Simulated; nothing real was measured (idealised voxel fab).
Name of the process module below: voxel transistor to metal
cross-section cut | 205 nm wide | cells 5 nm
A cross-section in this document is a grid of square cells, and it is written down as bands, the top band listed before the ones below it; a band is made up of one or more rows of cells.
Each band's line starts with the height of the band's top and of its bottom, in nm. Then come its materials from left to right, each with its width in nm. One material with "throughout" fills the band from edge to edge. "air" is empty space.
A quick word on heights: they are counted from 0, and under that level the wafer as it came to us is one material throughout. The lowest band is different from the rest in having no bottom; it simply continues downward, written as in "0 and below".
Top row gets the first number, bottom row gets the second, and each row in between changes by the same step: that is how a band width like "30 to 40" works.
"remained the same" for a step: no cell of the cross-section changed in that step.
Empty spaces counting at least 8 cells and having no open way to the top are listed in "Enclosed cavities". The notation width x height at distance is used for each, the distance being from the left edge and all three values in nm.
Text after the settings on a step's line: the simulator's own remark on that step.
overlay nm: how far to the right of its planned place the mask lay on this masked step (negative: to the left).

This section lists the process steps that were planned:
1. RECEIVE, material Si
2. CONFORMAL_DEP, material SiO2, thk nm 5
3. CONFORMAL_DEP, material SiN, thk nm 15
4. DIRECTIONAL_DEP, material aC, thk nm 10
5. PATTERN, tone cover, mask id ACTIVE, material resist, width nm 120, thk nm 30, overlay nm 0
6. DIRECTIONAL_ETCH, etch materials aC, depth nm 10
7. STRIP, etch materials resist
8. DIRECTIONAL_ETCH, etch materials SiN, depth nm 15
9. DIRECTIONAL_ETCH, etch materials SiO2, depth nm 5
10. DIRECTIONAL_ETCH, etch materials Si, depth nm 30
11. STRIP, etch materials aC
12. FILL_DEP, material SiO2, thk nm 5
13. CMP, height nm 20
14. SELECTIVE_ETCH, etch materials SiO2, depth nm 15
15. STRIP, etch materials SiN
16. SELECTIVE_ETCH, etch materials SiO2, depth nm 5
17. OXIDIZE, depth nm 5
18. DIRECTIONAL_DEP, material polySi, thk nm 30
19. DIRECTIONAL_DEP, material SiCN, thk nm 15
20. DIRECTIONAL_DEP, material aC, thk nm 10
21. PATTERN, tone cover, mask id GATE, material resist, width nm 20, thk nm 30, overlay nm 0
22. DIRECTIONAL_ETCH, etch materials aC, depth nm 10
23. STRIP, etch materials resist
24. DIRECTIONAL_ETCH, etch materials SiCN, depth nm 25
25. DIRECTIONAL_ETCH, etch materials polySi, depth nm 40
26. STRIP, etch materials aC
27. CONFORMAL_DEP, material SiN, thk nm 10
28. DIRECTIONAL_ETCH, etch materials SiN, depth nm 10
29. DIRECTIONAL_ETCH, etch materials SiO2, depth nm 5
30. EPI, material nSi, thk nm 5
31. FILL_DEP, material SiO2, thk nm 5
32. CMP, height nm 45
33. DIRECTIONAL_DEP, material SiO2, thk nm 15
34. PATTERN, tone open, mask id CONTACT, material resist, width nm 20, pitch nm 80, thk nm 15, overlay nm 0
35. DIRECTIONAL_ETCH, etch materials SiO2, depth nm 60
36. STRIP, etch materials resist
37. CONFORMAL_DEP, material TiN, thk nm 5
38. FILL_DEP, material W, thk nm 5
39. CMP, height nm 60
40. DIRECTIONAL_DEP, material TiN, thk nm 5
41. DIRECTIONAL_DEP, material Ru, thk nm 15
42. MASKED_ETCH, tone cover, mask id METAL_1, width nm 20, pitch nm 80, etch materials Ru, depth nm 15, overlay nm 0
43. MASKED_ETCH, tone cover, mask id METAL_1, width nm 20, pitch nm 80, etch materials TiN, depth nm 5, overlay nm 0
44. FILL_DEP, material SiO2, thk nm 5
45. CMP, height nm 80
46. CONFORMAL_DEP, material SiCN, thk nm 5
47. DIRECTIONAL_DEP, material lowk, thk nm 25
48. PATTERN, tone open, mask id METAL_2_HOLES, material resist, width nm 15, pitch nm 80, thk nm 20, overlay nm 0
49. DIRECTIONAL_ETCH, etch materials lowk, depth nm 25
50. STRIP, etch materials resist
51. MASKED_ETCH, tone open, mask id METAL_2, width nm 20, pitch nm 80, etch materials lowk, depth nm 15, overlay nm 0
52. MASKED_ETCH, tone open, mask id METAL_2, width nm 20, pitch nm 80, etch materials SiCN, depth nm 5, overlay nm 0
53. CONFORMAL_DEP, material TiN, thk nm 5
54. FILL_DEP, material Cu, thk nm 10
55. CMP, height nm 110
56. CONFORMAL_DEP, material SiN, thk nm 5

Delivered wafer in cross-section: state after step 1:
- 0 and below  Si throughout
- Enclosed cavities: none

Looking at the first of two wafers in cross-section at end of module - ran to plan:
- 115 down to 110  SiN throughout
- 110 down to 100  lowk 50 / TiN 5 / Cu 10 / TiN 5 / lowk 60 / TiN 5 / Cu 10 / TiN 5 / lowk 55
- 100 down to 95  lowk 50 / TiN 5 / Cu 5 / TiN 10 / lowk 60 / TiN 5 / Cu 5 / TiN 10 / lowk 55
- 95 down to 85  lowk 50 / TiN 5 / Cu 5 / TiN 5 / lowk 65 / TiN 5 / Cu 5 / TiN 5 / lowk 60
- 85 down to 80  SiCN 50 / TiN 15 / SiCN 65 / TiN 15 / SiCN 60
- 80 down to 65  SiO2 50 / Ru 20 / SiO2 60 / Ru 20 / SiO2 55
- 65 down to 60  SiO2 50 / TiN 20 / SiO2 60 / TiN 20 / SiO2 55
- 60 down to 45  SiO2 50 / TiN 5 / W 10 / TiN 5 / SiO2 60 / TiN 5 / W 10 / TiN 5 / SiO2 55
- 45 down to 30  SiO2 50 / TiN 5 / W 10 / TiN 5 / SiO2 10 / SiN 10 / SiCN 20 / SiN 10 / SiO2 10 / TiN 5 / W 10 / TiN 5 / SiO2 55
- 30 down to 5  SiO2 50 / TiN 5 / W 10 / TiN 5 / SiO2 10 / SiN 10 / polySi 20 / SiN 10 / SiO2 10 / TiN 5 / W 10 / TiN 5 / SiO2 55
- 5 down to 0  SiO2 50 / TiN 20 / SiO2 10 / SiN 10 / polySi 20 / SiN 10 / SiO2 10 / TiN 20 / SiO2 55
- 0 down to -5  SiO2 35 / nSi 45 / SiO2 40 / nSi 45 / SiO2 40
- -5 down to -30  SiO2 40 / Si 120 / SiO2 45
- -30 and below  Si throughout
- Enclosed cavities: none

End-of-module cross-section of the second wafer: identical starting point and process plan to the first, with one processing mistake:
- 115 down to 110  SiN throughout
- 110 down to 100  lowk 50 / TiN 5 / Cu 10 / TiN 5 / lowk 60 / TiN 5 / Cu 10 / TiN 5 / lowk 55
- 100 down to 95  lowk 50 / TiN 5 / Cu 5 / TiN 10 / lowk 60 / TiN 5 / Cu 5 / TiN 10 / lowk 55
- 95 down to 85  lowk 50 / TiN 5 / Cu 5 / TiN 5 / lowk 65 / TiN 5 / Cu 5 / TiN 5 / lowk 60
- 85 down to 80  SiCN 50 / TiN 15 / SiCN 65 / TiN 15 / SiCN 60
- 80 down to 75  SiO2 50 / TiN 20 / SiO2 60 / TiN 20 / SiO2 55
- 75 down to 60  Ru throughout
- 60 down to 45  SiO2 50 / TiN 5 / W 10 / TiN 5 / SiO2 60 / TiN 5 / W 10 / TiN 5 / SiO2 55
- 45 down to 30  SiO2 50 / TiN 5 / W 10 / TiN 5 / SiO2 10 / SiN 10 / SiCN 20 / SiN 10 / SiO2 10 / TiN 5 / W 10 / TiN 5 / SiO2 55
- 30 down to 5  SiO2 50 / TiN 5 / W 10 / TiN 5 / SiO2 10 / SiN 10 / polySi 20 / SiN 10 / SiO2 10 / TiN 5 / W 10 / TiN 5 / SiO2 55
- 5 down to 0  SiO2 50 / TiN 20 / SiO2 10 / SiN 10 / polySi 20 / SiN 10 / SiO2 10 / TiN 20 / SiO2 55
- 0 down to -5  SiO2 35 / nSi 45 / SiO2 40 / nSi 45 / SiO2 40
- -5 down to -30  SiO2 40 / Si 120 / SiO2 45
- -30 and below  Si throughout
- Enclosed cavities: none
The plan and the run diverged here: ran 40 and 41 in swapped order versus the plan
FYI, end of process, the second wafer has more or fewer cells of some materials than the first: 99 more of Ru; 99 fewer of SiO2
